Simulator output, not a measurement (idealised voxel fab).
The following is a process module called voxel fin reveal.
Each square cell in cross-section cut measures 5 nm, and the section as a whole is 175 nm wide.
We lay out every cross-section as a grid of square cells and spell it out in bands from the top down, where one band means one or more rows of cells.
Per band: top height and bottom height in nm, followed by the left-to-right materials and their widths in nm; "full width" marks a single material spanning edge to edge, "air" marks empty space.
The level at which height equals 0 is the one under which the wafer, as it arrives, is entirely one material. No lower edge exists for the bottom band, which continues downward and is notated as in "0 down".
A width given as "30 to 40" starts at the first number in the band's top row and ends at the second number in its bottom row, shifting by an equal amount at every step from row to row.
"remained the same" -> step changed no cross-section cell.
If an empty space has no open way to the top and is at least 8 cells in size, "Sealed voids" lists it, written width x height at distance, where distance is measured from the left edge and every value is in nm.
Heads up: the bit after the settings on a step's line is the simulator's remark on that step.
If you see "overlay nm" on a step's line and that step has a mask, it's telling you how far right of where it was planned the mask ended up; a negative number means it went left instead.
Process steps - plan
1. RECEIVE, material Si
2. CONFORMAL_DEP, material SiN, thk nm 10
3. MASKED_ETCH, tone cover, mask id FINS, width nm 15, pitch nm 35, etch materials SiN, depth nm 10, overlay nm 0
4. MASKED_ETCH, tone cover, mask id FINS, width nm 15, pitch nm 35, etch materials Si, depth nm 35, overlay nm 0
5. OXIDIZE, depth nm 5
6. FILL_DEP, material SiO2, thk nm 15
7. CMP, height nm 10
8. SELECTIVE_ETCH, etch materials SiO2, depth nm 30
9. STRIP, etch materials SiN
This is the cross-section of the wafer as we received it, i.e. after step 1
> 0 down: Si full width
> Sealed voids: none
Starting structure and process plan are as shown above, but one mistake was made in running the module; the wafer cross-section at the end of the module follows
> 0 to -40: air 65 nm / Si 5 nm / air 30 nm / Si 5 nm / air 70 nm
> -40 down: Si full width
> Sealed voids: none
Short version of what went wrong: regarding the plan, step 8 was run twice
